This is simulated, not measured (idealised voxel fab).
voxel lift off: a process module
In the cross-section labelled cut, the width is 290 nm and each square cell is 5 nm.
A cross-section is a grid of square cells, given in bands from the top down. A band is one or more rows of cells. It is stipulated that each band's entry specify, in nanometres, the height of the top of the band and then that of its bottom, followed by the materials of the band in left-to-right sequence, each together with its width in nanometres. A single material marked by the word "all across" is understood to fill the band from edge to edge; the word "blank" is understood to denote empty space. Beneath 0, the wafer as received is one material, and that level is where height counting begins. The lowest band goes on downward without a bottom; it is written like "0 nm and below". Width spec "30->40" -> top row of cells at first value, bottom row at second value, equal per-row change in between. You'll sometimes find "nothing altered" written for a step, and that's the way of saying that nowhere in the cross-section did a cell change during that step. Heads up: "Closed-off voids" only lists the empty pockets with no open path to the top that are 8 cells or more, and it writes them as width x height at distance, distance from the left edge, in nm. Anything after a step's settings on that line? It's the simulator's own note about the step. What "overlay nm" on a step's line means: if the step has a mask, that mask lay this far to the right of its planned place, or, when the value is negative, to the left.
Below is the list of planned process steps:
- 1: op RECEIVE | material Si
- 2: op CONFORMAL_DEP | material SiO2 | thk nm 5
- 3: op PATTERN | tone open | mask id LINES | material resist | width nm 20 | pitch nm 35 | thk nm 20 | overlay nm 0
- 4: op DIRECTIONAL_DEP | material Ru | thk nm 10
- 5: op STRIP | etch materials resist
- 6: op CONFORMAL_DEP | material SiCN | thk nm 5
The wafers in this document start out alike and differ in the thk nm applied at step 2; the plan shows the value used for the first wafer.
Cross-sectional view of the first of several wafers in the as-received condition, corresponding to the state following step 1:
- 0 nm and below = Si all across
- Closed-off voids: none
So in this table every wafer gets its own row, and what you see is where it stands at the end of the module: for each material, how many cells it picked up (+) or gave up (-) since we received it, and after that its closed voids:
thk nm 5; +32 Ru; +74 SiCN; +58 SiO2; Closed-off voids: none
thk nm 10; +32 Ru; +74 SiCN; +116 SiO2; Closed-off voids: none
thk nm 15; +32 Ru; +74 SiCN; +174 SiO2; Closed-off voids: none
thk nm 20; +32 Ru; +74 SiCN; +232 SiO2; Closed-off voids: none
thk nm 25; +32 Ru; +74 SiCN; +290 SiO2; Closed-off voids: none
